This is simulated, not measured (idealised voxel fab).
process module | voxel quadruple lines
cross-section cut | 145 nm wide | cells 5 nm
A cross-section is a grid of square cells, given in bands from the top down. A band is one or more rows of cells.
Each band's line starts with the height of the band's top and of its bottom, in nm. Then come its materials from left to right, each with its width in nm. One material with "throughout" fills the band from edge to edge. "air" is empty space.
Height 0 is the level under which the wafer as received is all one material. The lowest band goes on downwards, as in "0 down".
A width such as "30 to 40" changes by the same amount from each row of cells to the next, from the band's top row to its bottom row.
"no change" after a step means that no cell of the cross-section changed.
closed voids: empty space of 8 cells or more with no open way to the top, each as width x height at its distance from the left edge, in nm
after a step's settings: what the simulator itself notes on the step
overlay nm, on a step with a mask: how far to the right of its planned place the mask lay; to the left if negative
plan
1 op RECEIVE | material Si
2 op CONFORMAL_DEP | material SiO2 | thk nm 10
3 op DIRECTIONAL_DEP | material W | thk nm 10
4 op DIRECTIONAL_DEP | material polySi | thk nm 20
5 op DIRECTIONAL_DEP | material aC | thk nm 20
6 op PATTERN | tone cover | mask id MANDREL | material resist | width nm 20 | thk nm 25 | overlay nm 0
7 op DIRECTIONAL_ETCH | etch materials aC | depth nm 20
8 op STRIP | etch materials resist
9 op CONFORMAL_DEP | material SiO2 | thk nm 10
10 op DIRECTIONAL_ETCH | etch materials SiO2 | depth nm 10
11 op STRIP | etch materials aC
12 op DIRECTIONAL_ETCH | etch materials polySi | depth nm 20
13 op STRIP | etch materials SiO2
14 op CONFORMAL_DEP | material SiCN | thk nm 5
15 op DIRECTIONAL_ETCH | etch materials SiCN | depth nm 5
16 op STRIP | etch materials polySi
17 op DIRECTIONAL_ETCH | etch materials W | depth nm 10
18 op STRIP | etch materials SiCN
first wafer, as planned
as received, after step 1
  0 down: Si throughout
  closed voids: none
after step 2
  10 to 0: SiO2 throughout
  below 0: unchanged
after step 3
  20 to 10: W throughout
  below 10: unchanged
after step 4
  40 to 20: polySi throughout
  below 20: unchanged
after step 5
  60 to 40: aC throughout
  below 40: unchanged
after step 6
  85 to 60: air 60 | resist 20 | air 65
  below 60: unchanged
after step 7
  65 to 60: air 60 | resist 20 | air 65
  60 to 40: air 60 | aC 20 | air 65
  below 40: unchanged
after step 8
  60 to 40: air 60 | aC 20 | air 65
  below 40: unchanged
after step 9
  70 to 60: air 50 | SiO2 40 | air 55
  60 to 50: air 50 | SiO2 10 | aC 20 | SiO2 10 | air 55
  50 to 40: SiO2 60 | aC 20 | SiO2 65
  below 40: unchanged
after step 10
  60 to 40: air 50 | SiO2 10 | aC 20 | SiO2 10 | air 55
  below 40: unchanged
after step 11
  60 to 40: air 50 | SiO2 10 | air 20 | SiO2 10 | air 55
  below 40: unchanged
after step 12
  60 to 40: air 50 | SiO2 10 | air 20 | SiO2 10 | air 55
  40 to 20: air 50 | polySi 10 | air 20 | polySi 10 | air 55
  below 20: unchanged
after step 13
  40 to 20: air 50 | polySi 10 | air 20 | polySi 10 | air 55
  below 20: unchanged
after step 14
  45 to 40: air 45 | SiCN 20 | air 10 | SiCN 20 | air 50
  40 to 25: air 45 | SiCN 5 | polySi 10 | SiCN 5 | air 10 | SiCN 5 | polySi 10 | SiCN 5 | air 50
  25 to 20: SiCN 50 | polySi 10 | SiCN 20 | polySi 10 | SiCN 55
  below 20: unchanged
after step 15
  40 to 20: air 45 | SiCN 5 | polySi 10 | SiCN 5 | air 10 | SiCN 5 | polySi 10 | SiCN 5 | air 50
  below 20: unchanged
after step 16
  40 to 20: air 45 | SiCN 5 | air 10 | SiCN 5 | air 10 | SiCN 5 | air 10 | SiCN 5 | air 50
  below 20: unchanged
after step 17
  40 to 20: air 45 | SiCN 5 | air 10 | SiCN 5 | air 10 | SiCN 5 | air 10 | SiCN 5 | air 50
  20 to 10: air 45 | W 5 | air 10 | W 5 | air 10 | W 5 | air 10 | W 5 | air 50
  below 10: unchanged
after step 18
  20 to 10: air 45 | W 5 | air 10 | W 5 | air 10 | W 5 | air 10 | W 5 | air 50
  below 10: unchanged
second wafer: like start, like plan, one mistake. Through step 13 it matches the first wafer
when step 14 should have ended
  45 to 40: air 45 | W 20 | air 10 | W 20 | air 50
  40 to 25: air 45 | W 5 | polySi 10 | W 5 | air 10 | W 5 | polySi 10 | W 5 | air 50
  25 to 20: W 50 | polySi 10 | W 20 | polySi 10 | W 55
  below 20: unchanged
when step 15 should have ended: no change
when step 16 should have ended: no change
when step 17 should have ended
  40 to 35: air 50 | polySi 10 | air 20 | polySi 10 | air 55
  35 to 20: air 45 | W 5 | polySi 10 | W 5 | air 10 | W 5 | polySi 10 | W 5 | air 50
  20 to 15: air 45 | W 20 | air 10 | W 20 | air 50
  below 15: unchanged
when step 18 should have ended: no change
what went wrong: step 14 ran as: op CONFORMAL_DEP | material W | thk nm 5
at the end the second wafer has, in cells: 41 more of W | 16 more of polySi
